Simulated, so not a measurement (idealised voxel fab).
Module name: voxel quadruple lines (process module)
For reference, the cross-section in this document is cut, with width 285 nm and square cells of 5 nm.
Cross-section = grid of square cells, listed top down in bands; band = one or more rows. Per band: top height and bottom height in nm, followed by the left-to-right materials and their widths in nm; "all across" marks a single material spanning edge to edge, "empty" marks empty space. Height is counted from the level 0, under which the received wafer is composed throughout of one material. The lowest of the bands is not closed at the bottom but continues downward, in the notation "0 down". A width given as "30 to 40" starts at the first number in the band's top row and ends at the second number in its bottom row, shifting by an equal amount at every step from row to row. A step reported as "nothing was modified" is a step in which no cell of the cross-section changed. The label "Unvented internal voids" introduces a list of the empty spaces, 8 cells or larger, that have no open way up to the top; each entry in it reads width x height at distance, where the distance is taken from the left edge and all three are stated in nm. On each step's line, the part that comes after the settings is the simulator's own comment on the step. A step line may carry the setting "overlay nm", which, for steps involving a mask, states the distance by which the mask lay to the right of its intended position; negative values denote displacement to the left.
The following list gives the planned process steps
1. RECEIVE | material Si
2. CONFORMAL_DEP | material SiO2 | thk nm 10
3. DIRECTIONAL_DEP | material W | thk nm 10
4. DIRECTIONAL_DEP | material polySi | thk nm 20
5. DIRECTIONAL_DEP | material aC | thk nm 20
6. PATTERN | tone cover | mask id MANDREL | material resist | width nm 30 | pitch nm 80 | thk nm 25 | overlay nm 0
7. DIRECTIONAL_ETCH | etch materials aC | depth nm 20
8. STRIP | etch materials resist
9. CONFORMAL_DEP | material SiO2 | thk nm 10
10. DIRECTIONAL_ETCH | etch materials SiO2 | depth nm 10
11. STRIP | etch materials aC
12. DIRECTIONAL_ETCH | etch materials polySi | depth nm 20
13. STRIP | etch materials SiO2
14. CONFORMAL_DEP | material SiCN | thk nm 10
15. DIRECTIONAL_ETCH | etch materials SiCN | depth nm 10
16. STRIP | etch materials polySi
17. DIRECTIONAL_ETCH | etch materials W | depth nm 10
18. STRIP | etch materials SiCN
As received (post step 1): cross-section
  0 down  Si all across
  Unvented internal voids: none
Starting structure and process plan are as shown above, but one mistake was made in running the module; the wafer cross-section at the end of the module follows
  10 to 0  empty (65) | W (10) | empty (10) | W (10) | empty (10) | W (10) | empty (10) | W (10) | empty (10) | W (10) | empty (10) | W (10) | empty (10) | W (10) | empty (10) | W (10) | empty (70)
  0 down  Si all across
  Unvented internal voids: none
Error vs. plan: it should be noted that step 2 of the plan was omitted and was not performed
